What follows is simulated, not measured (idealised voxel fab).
You're looking at the process module voxel tone inversion.
Section shown: cut. Width: 245 nm. Cell size: 5 nm, square.
If you're reading a cross-section in this doc, picture square cells in a grid; it comes to you as bands, top ones listed first down to the bottom, and a band can be one or more rows of cells.
Heights first: top, then bottom, in nm. Then materials, left to right, each with a width in nm. "throughout" on a single material: fills the band edge to edge. "air": empty space.
Ref level 0: as-received wafer is one material below here. Bottom band extends down with no lower bound ("top 0, no bottom").
Top row gets the first number, bottom row gets the second, and each row in between changes by the same step: that is how a band width like "30->40" works.
Any step labelled "remains unaltered" changed none of the cells in the cross-section.
The label "Enclosed voids" introduces a list of the empty spaces, 8 cells or larger, that have no open way up to the top; each entry in it reads width x height at distance, where the distance is taken from the left edge and all three are stated in nm.
On each step's line, the part that comes after the settings is the simulator's own comment on the step.
Regarding "overlay nm": on a step with a mask, it is the distance the mask lay to the right of its planned place; a negative value places it to the left.

-- The planned process steps are enumerated hereunder
step 1: RECEIVE | material Si
step 2: CONFORMAL_DEP | material SiN | thk nm 10
step 3: DIRECTIONAL_DEP | material polySi | thk nm 15
step 4: PATTERN | tone cover | mask id POSTS | material resist | width nm 20 | pitch nm 45 | thk nm 20 | overlay nm 0
step 5: DIRECTIONAL_ETCH | etch materials polySi | depth nm 15
step 6: STRIP | etch materials resist
step 7: FILL_DEP | material SiO2 | thk nm 10
step 8: CMP | height nm 25
step 9: STRIP | etch materials polySi
step 10: CONFORMAL_DEP | material TiN | thk nm 5
step 11: FILL_DEP | material Cu | thk nm 5
step 12: CMP | height nm 25
step 13: CONFORMAL_DEP | material SiCN | thk nm 5

-- Cross-sectional view of the wafer in its as-received condition, corresponding to the state after step 1
	top 0, no bottom: Si throughout
	Enclosed voids: none

-- Look at the cross-section after the module: the wafer started out the way shown above and the plan was the one shown above, yet one mistake was made along the way
	top 30, bottom 25: SiCN throughout
	top 25, bottom 15: 60 Cu  5 TiN  20 SiO2  5 TiN  15 Cu  5 TiN  20 SiO2  5 TiN  15 Cu  5 TiN  20 SiO2  5 TiN  65 Cu
	top 15, bottom 10: 65 TiN  20 SiO2  25 TiN  20 SiO2  25 TiN  20 SiO2  70 TiN
	top 10, bottom 0: SiN throughout
	top 0, no bottom: Si throughout
	Enclosed voids: none
It is concluded that the wafer was processed incorrectly with respect to the plan, in that step 4 ran as: PATTERN | tone open | mask id POSTS | material resist | width nm 20 | pitch nm 45 | thk nm 20 | overlay nm 0
